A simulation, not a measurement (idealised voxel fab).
Proc. module: voxel capacitor over wiring
Square cell edge 5 nm, section width 265 nm, ID cut.
Cross-section layout: square cells on a grid; listed as bands, top to bottom; a band spans one or more cell rows. Band: top height; bottom height; in nm. Then, left to right: material with width in nm, for each material. "full width": a single material spanning edge to edge. "blank": empty space. Counting heights begins at 0, where everything beneath is, in the wafer as received, one material. The lowest band has no bottom; it goes on downwards, as "0..down" shows. Width "30..40": first value at the band's top row of cells, second value at its bottom row, equal change from row to row. "identical to before" (step): cross-section cells unchanged, all of them. Internal closed voids: empty space of 8 cells or more with no open way to the top, each as width x height at its distance from the left edge, in nm. after a step's settings: what the simulator itself notes on the step. A step's line can hold "overlay nm"; with a mask on that step, the setting says how far right of the planned place the mask lay, while a negative setting says it lay to the left.
# Here's what the planned process steps look like
1) RECEIVE, material Si
2) CONFORMAL_DEP, material SiO2, thk nm 10
3) DIRECTIONAL_DEP, material TiN, thk nm 5
4) DIRECTIONAL_DEP, material Ru, thk nm 15
5) MASKED_ETCH, tone cover, mask id METAL_1, width nm 20, pitch nm 70, etch materials Ru, depth nm 15, overlay nm 0
6) MASKED_ETCH, tone cover, mask id METAL_1, width nm 20, pitch nm 70, etch materials TiN, depth nm 5, overlay nm 0
7) CONFORMAL_DEP, material SiCN, thk nm 5
8) FILL_DEP, material lowk, thk nm 10
9) CMP, height nm 30
10) CONFORMAL_DEP, material SiCN, thk nm 5
11) DIRECTIONAL_DEP, material lowk, thk nm 20
12) PATTERN, tone open, mask id PLUG_1, material resist, width nm 15, thk nm 15, overlay nm 0
13) DIRECTIONAL_ETCH, etch materials lowk, depth nm 20
14) DIRECTIONAL_ETCH, etch materials SiCN, depth nm 5
15) STRIP, etch materials resist
16) CONFORMAL_DEP, material TiN, thk nm 5
17) FILL_DEP, material Cu, thk nm 10
18) CMP, height nm 55
19) DIRECTIONAL_DEP, material TiN, thk nm 5
20) DIRECTIONAL_DEP, material HfO2, thk nm 5
21) DIRECTIONAL_DEP, material TiN, thk nm 5
22) PATTERN, tone cover, mask id UPPER_PLATE, material resist, width nm 55, thk nm 20, overlay nm 0
23) DIRECTIONAL_ETCH, etch materials TiN, depth nm 5
24) DIRECTIONAL_ETCH, etch materials HfO2, depth nm 5
25) STRIP, etch materials resist
26) MASKED_ETCH, tone cover, mask id LOWER_PLATE, width nm 65, etch materials TiN, depth nm 5, overlay nm 0
27) FILL_DEP, material SiO2, thk nm 15
28) CMP, height nm 80
29) PATTERN, tone open, mask id PLUG_2, material resist, width nm 15, thk nm 20, overlay nm 0
30) DIRECTIONAL_ETCH, etch materials SiO2, depth nm 10
31) STRIP, etch materials resist
32) CONFORMAL_DEP, material TiN, thk nm 5
33) FILL_DEP, material Cu, thk nm 10
34) CMP, height nm 80
35) CONFORMAL_DEP, material SiN, thk nm 5
# So this is the incoming wafer in cross-section - it's already been through step 1
    0..down  Si full width
    Internal closed voids: none
# Result of the module, cross-sectioned: start per above, plan per above, one error in how it was run
    85..80  SiN full width
    80..75  SiO2: 100  TiN: 5  Cu: 5  TiN: 5  SiO2: 150
    75..65  SiO2: 100..90  TiN: 15..55  SiO2: 150..120
    65..60  SiO2: 90  HfO2: 55  SiO2: 120
    60..55  SiO2: 85  TiN: 65  SiO2: 115
    55..50  lowk: 90  TiN: 5  Cu: 5  TiN: 5  lowk: 160
    50..45  SiCN: 90  TiN: 15  SiCN: 160
    45..35  lowk full width
    35..30  lowk: 80  SiCN: 30  lowk: 40  SiCN: 30  lowk: 85
    30..15  lowk: 80  SiCN: 5  Ru: 20  SiCN: 5  lowk: 40  SiCN: 5  Ru: 20  SiCN: 5  lowk: 85
    15..10  SiCN: 85  TiN: 20  SiCN: 50  TiN: 20  SiCN: 90
    10..0  SiO2 full width
    0..down  Si full width
    Internal closed voids: none
Which mistake was made when the wafer was run? step 9 of the plan was jumped over and never run
